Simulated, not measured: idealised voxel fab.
Documented hereafter: the process module known as voxel self aligned vias.
Square cell edge 5 nm, section width 275 nm, ID cut.
Cross-section format: a grid of square cells, given as bands from top to bottom; each band is one or more rows of cells.
For a band, the entry starts with two heights in nm, that of the top and then that of the bottom, and carries on with the band's materials in order from left to right, each alongside its width in nm; the word "full width" beside a single material means it fills the band edge to edge, and "empty" means empty space.
A quick word on heights: they are counted from 0, and under that level the wafer as it came to us is one material throughout. The lowest band is different from the rest in having no bottom; it simply continues downward, written as in "0 -> down".
Read "30..40" as a graded width: first number on top, second number at the bottom, same change between each pair of neighbouring rows.
Step marked "remained unchanged"? Then no cell in the cross-section changed in it.
"Enclosed void entries" enumerates empty spaces isolated from the top, with no open way to it, that contain at least 8 cells, giving each as width x height at distance from the left edge, all three in nm.
Where a step's line continues beyond its settings, the continuation is a remark by the simulator itself on that step.
overlay nm: on a step with a mask, how far right of its planned place the mask lay; negative means left.

## Intended process steps
1,RECEIVE, material Si
2,CONFORMAL_DEP, material SiO2, thk nm 10
3,CONFORMAL_DEP, material SiCN, thk nm 5
4,DIRECTIONAL_DEP, material SiO2, thk nm 20
5,PATTERN, tone open, mask id LINES, material resist, width nm 20, pitch nm 65, thk nm 15, overlay nm 0
6,DIRECTIONAL_ETCH, etch materials SiO2, depth nm 20
7,STRIP, etch materials resist
8,CONFORMAL_DEP, material TiN, thk nm 5
9,FILL_DEP, material W, thk nm 5
10,CMP, height nm 35
11,SELECTIVE_ETCH, etch materials W Ru TiN, depth nm 10
12,FILL_DEP, material SiN, thk nm 5
13,CMP, height nm 35
14,DIRECTIONAL_DEP, material SiO2, thk nm 15
15,MASKED_ETCH, tone open, mask id VIAS, width nm 40, pitch nm 65, etch materials SiO2, depth nm 15, overlay nm 0
16,MASKED_ETCH, tone open, mask id VIAS, width nm 40, pitch nm 65, etch materials SiN, depth nm 10, overlay nm 0
17,CONFORMAL_DEP, material TiN, thk nm 5
18,FILL_DEP, material Ru, thk nm 10
19,CMP, height nm 50
20,CONFORMAL_DEP, material SiN, thk nm 5

## Wafer cross-section on receipt, i.e. after step 1
  0 -> down = Si full width
  Enclosed void entries: none

## The cross-section shown corresponds to the wafer at the conclusion of the module. The initial structure and the process plan are those presented above; however, one mistake occurred in executing the plan
  55 -> 50 = SiN full width
  50 -> 40 = 50 nm SiO2; 5 nm TiN; 30 nm Ru; 5 nm TiN; 25 nm SiO2; 5 nm TiN; 30 nm Ru; 5 nm TiN; 25 nm SiO2; 5 nm TiN; 30 nm Ru; 5 nm TiN; 55 nm SiO2
  40 -> 30 = 50..55 nm SiO2; 10..5 nm TiN; 10 nm Ru; 20..5 nm TiN; 25..45 nm SiO2; 10..5 nm TiN; 10 nm Ru; 20..5 nm TiN; 25..45 nm SiO2; 10..5 nm TiN; 10 nm Ru; 20..5 nm TiN; 55..70 nm SiO2
  30 -> 25 = 55 nm SiO2; 20 nm TiN; 45 nm SiO2; 20 nm TiN; 45 nm SiO2; 20 nm TiN; 70 nm SiO2
  25 -> 20 = 55 nm SiO2; 5 nm TiN; 10 nm W; 5 nm TiN; 45 nm SiO2; 5 nm TiN; 10 nm W; 5 nm TiN; 45 nm SiO2; 5 nm TiN; 10 nm W; 5 nm TiN; 70 nm SiO2
  20 -> 15 = 55 nm SiO2; 20 nm TiN; 45 nm SiO2; 20 nm TiN; 45 nm SiO2; 20 nm TiN; 70 nm SiO2
  15 -> 10 = SiCN full width
  10 -> 0 = SiO2 full width
  0 -> down = Si full width
  Enclosed void entries: none
Deviation noted in wafer processing: planned and actual differ for step 5; actual: PATTERN, tone open, mask id LINES, material resist, width nm 20, pitch nm 65, thk nm 15, overlay nm -5
